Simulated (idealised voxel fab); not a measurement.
process module | voxel self aligned vias
cross-section cut | 245 nm wide | cells 5 nm
A cross-section is a grid of square cells, given in bands from the top down. A band is one or more rows of cells.
Each band's line starts with the height of the band's top and of its bottom, in nm. Then come its materials from left to right, each with its width in nm. One material with "throughout" fills the band from edge to edge. "air" is empty space.
Height 0 is the level under which the wafer as received is all one material. The lowest band goes on downwards, as in "0 down".
A width such as "30 to 40" changes by the same amount from each row of cells to the next, from the band's top row to its bottom row.
"no change" after a step means that no cell of the cross-section changed.
closed voids: empty space of 8 cells or more with no open way to the top, each as width x height at its distance from the left edge, in nm
after a step's settings: what the simulator itself notes on the step
overlay nm, on a step with a mask: how far to the right of its planned place the mask lay; to the left if negative
plan
1 op RECEIVE | material Si
2 op CONFORMAL_DEP | material SiO2 | thk nm 15
3 op CONFORMAL_DEP | material SiCN | thk nm 5
4 op DIRECTIONAL_DEP | material lowk | thk nm 20
5 op DIRECTIONAL_DEP | material aC | thk nm 10
6 op PATTERN | tone open | mask id LINES | material resist | width nm 30 | pitch nm 70 | thk nm 30 | overlay nm 0
7 op DIRECTIONAL_ETCH | etch materials aC | depth nm 10
8 op STRIP | etch materials resist
9 op DIRECTIONAL_ETCH | etch materials lowk | depth nm 20
10 op STRIP | etch materials aC
11 op CONFORMAL_DEP | material TiN | thk nm 5
12 op FILL_DEP | material W | thk nm 10
13 op CMP | height nm 40
14 op SELECTIVE_ETCH | etch materials W Ru TiN | depth nm 10
15 op FILL_DEP | material SiN | thk nm 10
16 op CMP | height nm 40
17 op DIRECTIONAL_DEP | material lowk | thk nm 20
18 op PATTERN | tone open | mask id VIAS | material resist | width nm 40 | pitch nm 70 | thk nm 15 | overlay nm 0
19 op DIRECTIONAL_ETCH | etch materials lowk | depth nm 20
20 op DIRECTIONAL_ETCH | etch materials SiN | depth nm 10
21 op STRIP | etch materials resist
22 op CONFORMAL_DEP | material TiN | thk nm 5
23 op FILL_DEP | material Ru | thk nm 10
24 op CMP | height nm 60
25 op CONFORMAL_DEP | material SiCN | thk nm 5
varied across the wafers: thk nm of step 22. The plan shows the first wafer's value. All wafers start alike
first wafer as received, after step 1
  0 down: Si throughout
  closed voids: none
first wafer at the end, after step 25
  65 to 60: SiCN throughout
  60 to 45: lowk 30 | TiN 5 | Ru 30 | TiN 5 | lowk 30 | TiN 5 | Ru 30 | TiN 5 | lowk 30 | TiN 5 | Ru 30 | TiN 5 | lowk 35
  45 to 35: lowk 30 to 35 | TiN 10 to 5 | Ru 20 | TiN 10 to 5 | lowk 30 to 40 | TiN 10 to 5 | Ru 20 | TiN 10 to 5 | lowk 30 to 40 | TiN 10 to 5 | Ru 20 | TiN 10 to 5 | lowk 35 to 40
  35 to 30: lowk 35 | TiN 30 | lowk 40 | TiN 30 | lowk 40 | TiN 30 | lowk 40
  30 to 25: lowk 35 | TiN 5 | W 20 | TiN 5 | lowk 40 | TiN 5 | W 20 | TiN 5 | lowk 40 | TiN 5 | W 20 | TiN 5 | lowk 40
  25 to 20: lowk 35 | TiN 30 | lowk 40 | TiN 30 | lowk 40 | TiN 30 | lowk 40
  20 to 15: SiCN throughout
  15 to 0: SiO2 throughout
  0 down: Si throughout
  closed voids: none
last wafer at the end
  65 to 60: SiCN throughout
  60 to 40: lowk 30 | TiN 40 | lowk 30 | TiN 40 | lowk 30 | TiN 40 | lowk 35
  40 to 30: lowk 35 | TiN 30 | lowk 40 | TiN 30 | lowk 40 | TiN 30 | lowk 40
  30 to 25: lowk 35 | TiN 5 | W 20 | TiN 5 | lowk 40 | TiN 5 | W 20 | TiN 5 | lowk 40 | TiN 5 | W 20 | TiN 5 | lowk 40
  25 to 20: lowk 35 | TiN 30 | lowk 40 | TiN 30 | lowk 40 | TiN 30 | lowk 40
  20 to 15: SiCN throughout
  15 to 0: SiO2 throughout
  0 down: Si throughout
  closed voids: none
each wafer at the end: cells of each material gained (+) or lost (-) since it was received, then its closed voids
thk nm 5 | +78 Ru | +98 SiCN | +147 SiO2 | +78 TiN | +12 W | +224 lowk | closed voids: none
thk nm 10 | +36 Ru | +98 SiCN | +147 SiO2 | +120 TiN | +12 W | +224 lowk | closed voids: none
thk nm 15 | +6 Ru | +98 SiCN | +147 SiO2 | +150 TiN | +12 W | +224 lowk | closed voids: none
thk nm 20 | +98 SiCN | +147 SiO2 | +156 TiN | +12 W | +224 lowk | closed voids: none
